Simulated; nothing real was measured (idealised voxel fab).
The name of this process module is voxel gate over fins.
Cross-section cut spans 215 nm and uses square cells 5 nm in size.
Notation: cross-section as square-cell grid; stated in bands, top first, going down; one or more cell rows per band. Band: top height; bottom height; in nm. Then, left to right: material with width in nm, for each material. "everywhere": a single material spanning edge to edge. "blank": empty space. The level at which height equals 0 is the one under which the wafer, as it arrives, is entirely one material. No lower edge exists for the bottom band, which continues downward and is notated as in "0..down". The notation "30->40" denotes a width that varies across the rows of cells in the band, beginning at the first number in the top row, finishing at the second number in the bottom row, and changing by an identical amount from each row to the next. Step marked "remained unchanged"? Then no cell in the cross-section changed in it. The entry titled "Sealed-off cavities" provides the empty spaces that have no open way to the top, restricted to those of 8 cells or more. Each is presented as width x height at distance, the distance being measured from the left edge, with all three in nm. Heads up: the bit after the settings on a step's line is the simulator's remark on that step. Among the settings permitted on a step's line is "overlay nm"; applied to a step with a mask, it specifies the extent to which the mask lay to the right of its planned position, whereas a negative figure signifies a position to the left.
These are the steps we planned for the process:
1 RECEIVE with material Si
2 CONFORMAL_DEP with material SiN, thk nm 10
3 DIRECTIONAL_DEP with material aC, thk nm 10
4 PATTERN with tone cover, mask id FINS, material resist, width nm 15, pitch nm 35, thk nm 30, overlay nm 0
5 DIRECTIONAL_ETCH with etch materials aC, depth nm 10
6 STRIP with etch materials resist
7 DIRECTIONAL_ETCH with etch materials SiN, depth nm 10
8 DIRECTIONAL_ETCH with etch materials Si, depth nm 35
9 STRIP with etch materials aC
10 FILL_DEP with material SiO2, thk nm 15
11 CMP with height nm 10
12 SELECTIVE_ETCH with etch materials SiO2, depth nm 20
13 STRIP with etch materials SiN
14 CONFORMAL_DEP with material HfO2, thk nm 5
15 CONFORMAL_DEP with material TiN, thk nm 5
16 CONFORMAL_DEP with material TiAl, thk nm 5
17 CONFORMAL_DEP with material TiN, thk nm 5
18 FILL_DEP with material W, thk nm 10
19 CMP with height nm 25
20 CONFORMAL_DEP with material SiN, thk nm 10
On the first of the two wafers: run conducted according to plan:
Step 1 complete: cross-section of the wafer as received:
* 0..down | Si everywhere
* Sealed-off cavities: none
After step 2: wafer cross-section:
* 10..0 | SiN everywhere
* Under the height 0 nothing was changed.
After step 3: wafer cross-section:
* 20..10 | aC everywhere
* Under the height 10 nothing was changed.
After step 4: wafer cross-section:
* 50..20 | blank 80 nm, then resist 15 nm, then blank 20 nm, then resist 15 nm, then blank 85 nm
* Under the height 20 nothing was changed.
After step 5: wafer cross-section:
* 40..20 | blank 80 nm, then resist 15 nm, then blank 20 nm, then resist 15 nm, then blank 85 nm
* 20..10 | blank 80 nm, then aC 15 nm, then blank 20 nm, then aC 15 nm, then blank 85 nm
* Under the height 10 nothing was changed.
After step 6: wafer cross-section:
* 20..10 | blank 80 nm, then aC 15 nm, then blank 20 nm, then aC 15 nm, then blank 85 nm
* Under the height 10 nothing was changed.
After step 7: wafer cross-section:
* 20..10 | blank 80 nm, then aC 15 nm, then blank 20 nm, then aC 15 nm, then blank 85 nm
* 10..0 | blank 80 nm, then SiN 15 nm, then blank 20 nm, then SiN 15 nm, then blank 85 nm
* Under the height 0 nothing was changed.
After step 8: wafer cross-section:
* 20..10 | blank 80 nm, then aC 15 nm, then blank 20 nm, then aC 15 nm, then blank 85 nm
* 10..0 | blank 80 nm, then SiN 15 nm, then blank 20 nm, then SiN 15 nm, then blank 85 nm
* 0..-35 | blank 80 nm, then Si 15 nm, then blank 20 nm, then Si 15 nm, then blank 85 nm
* Under the height -35 nothing was changed.
After step 9: wafer cross-section:
* 10..0 | blank 80 nm, then SiN 15 nm, then blank 20 nm, then SiN 15 nm, then blank 85 nm
* Under the height 0 nothing was changed.
After step 10: wafer cross-section:
* 25..10 | SiO2 everywhere
* 10..0 | SiO2 80 nm, then SiN 15 nm, then SiO2 20 nm, then SiN 15 nm, then SiO2 85 nm
* 0..-35 | SiO2 80 nm, then Si 15 nm, then SiO2 20 nm, then Si 15 nm, then SiO2 85 nm
* Under the height -35 nothing was changed.
After step 11: wafer cross-section:
* 10..0 | SiO2 80 nm, then SiN 15 nm, then SiO2 20 nm, then SiN 15 nm, then SiO2 85 nm
* Under the height 0 nothing was changed.
After step 12: wafer cross-section:
* 10..0 | blank 80 nm, then SiN 15 nm, then blank 20 nm, then SiN 15 nm, then blank 85 nm
* 0..-10 | blank 80 nm, then Si 15 nm, then blank 20 nm, then Si 15 nm, then blank 85 nm
* Under the height -10 nothing was changed.
After step 13: wafer cross-section:
* 0..-10 | blank 80 nm, then Si 15 nm, then blank 20 nm, then Si 15 nm, then blank 85 nm
* Under the height -10 nothing was changed.
After step 14: wafer cross-section:
* 5..0 | blank 75 nm, then HfO2 25 nm, then blank 10 nm, then HfO2 25 nm, then blank 80 nm
* 0..-5 | blank 75 nm, then HfO2 5 nm, then Si 15 nm, then HfO2 5 nm, then blank 10 nm, then HfO2 5 nm, then Si 15 nm, then HfO2 5 nm, then blank 80 nm
* -5..-10 | HfO2 80 nm, then Si 15 nm, then HfO2 20 nm, then Si 15 nm, then HfO2 85 nm
* Under the height -10 nothing was changed.
After step 15: wafer cross-section:
* 10..5 | blank 70 nm, then TiN 70 nm, then blank 75 nm
* 5..0 | blank 70 nm, then TiN 5 nm, then HfO2 25 nm, then TiN 10 nm, then HfO2 25 nm, then TiN 5 nm, then blank 75 nm
* 0..-5 | TiN 75 nm, then HfO2 5 nm, then Si 15 nm, then HfO2 5 nm, then TiN 10 nm, then HfO2 5 nm, then Si 15 nm, then HfO2 5 nm, then TiN 80 nm
* Under the height -5 nothing was changed.
After step 16: wafer cross-section:
* 15..10 | blank 65 nm, then TiAl 80 nm, then blank 70 nm
* 10..5 | blank 65 nm, then TiAl 5 nm, then TiN 70 nm, then TiAl 5 nm, then blank 70 nm
* 5..0 | TiAl 70 nm, then TiN 5 nm, then HfO2 25 nm, then TiN 10 nm, then HfO2 25 nm, then TiN 5 nm, then TiAl 75 nm
* Under the height 0 nothing was changed.
After step 17: wafer cross-section:
* 20..15 | blank 60 nm, then TiN 90 nm, then blank 65 nm
* 15..10 | blank 60 nm, then TiN 5 nm, then TiAl 80 nm, then TiN 5 nm, then blank 65 nm
* 10..5 | TiN 65 nm, then TiAl 5 nm, then TiN 70 nm, then TiAl 5 nm, then TiN 70 nm
* Under the height 5 nothing was changed.
After step 18: wafer cross-section:
* 30..20 | W everywhere
* 20..15 | W 60 nm, then TiN 90 nm, then W 65 nm
* 15..10 | W 60 nm, then TiN 5 nm, then TiAl 80 nm, then TiN 5 nm, then W 65 nm
* Under the height 10 nothing was changed.
After step 19: wafer cross-section:
* 25..20 | W everywhere
* Under the height 20 nothing was changed.
After step 20: wafer cross-section:
* 35..25 | SiN everywhere
* Under the height 25 nothing was changed.
The Second Wafer: Common Origin and Plan, One Mistake in Execution, Identical to the First Through Step 13:
When step 14 should have ended:
* 5..0 | blank 75 nm, then TiN 25 nm, then blank 10 nm, then TiN 25 nm, then blank 80 nm
* 0..-5 | blank 75 nm, then TiN 5 nm, then Si 15 nm, then TiN 5 nm, then blank 10 nm, then TiN 5 nm, then Si 15 nm, then TiN 5 nm, then blank 80 nm
* -5..-10 | TiN 80 nm, then Si 15 nm, then TiN 20 nm, then Si 15 nm, then TiN 85 nm
* Under the height -10 nothing was changed.
When step 15 should have ended:
* 10..5 | blank 70 nm, then HfO2 70 nm, then blank 75 nm
* 5..0 | blank 70 nm, then HfO2 5 nm, then TiN 25 nm, then HfO2 10 nm, then TiN 25 nm, then HfO2 5 nm, then blank 75 nm
* 0..-5 | HfO2 75 nm, then TiN 5 nm, then Si 15 nm, then TiN 5 nm, then HfO2 10 nm, then TiN 5 nm, then Si 15 nm, then TiN 5 nm, then HfO2 80 nm
* Under the height -5 nothing was changed.
When step 16 should have ended:
* 15..10 | blank 65 nm, then TiAl 80 nm, then blank 70 nm
* 10..5 | blank 65 nm, then TiAl 5 nm, then HfO2 70 nm, then TiAl 5 nm, then blank 70 nm
* 5..0 | TiAl 70 nm, then HfO2 5 nm, then TiN 25 nm, then HfO2 10 nm, then TiN 25 nm, then HfO2 5 nm, then TiAl 75 nm
* Under the height 0 nothing was changed.
When step 17 should have ended:
* 20..15 | blank 60 nm, then TiN 90 nm, then blank 65 nm
* 15..10 | blank 60 nm, then TiN 5 nm, then TiAl 80 nm, then TiN 5 nm, then blank 65 nm
* 10..5 | TiN 65 nm, then TiAl 5 nm, then HfO2 70 nm, then TiAl 5 nm, then TiN 70 nm
* Under the height 5 nothing was changed.
When step 18 should have ended:
* 30..20 | W everywhere
* 20..15 | W 60 nm, then TiN 90 nm, then W 65 nm
* 15..10 | W 60 nm, then TiN 5 nm, then TiAl 80 nm, then TiN 5 nm, then W 65 nm
* Under the height 10 nothing was changed.
When step 19 should have ended:
* 25..20 | W everywhere
* Under the height 20 nothing was changed.
When step 20 should have ended:
* 35..25 | SiN everywhere
* Under the height 25 nothing was changed.
Against the plan, the run slipped here: sequence error: steps 14 and 15 interchanged
At the end, each material covers as many cells on the second wafer as it does on the first, though the cells it covers are elsewhere.
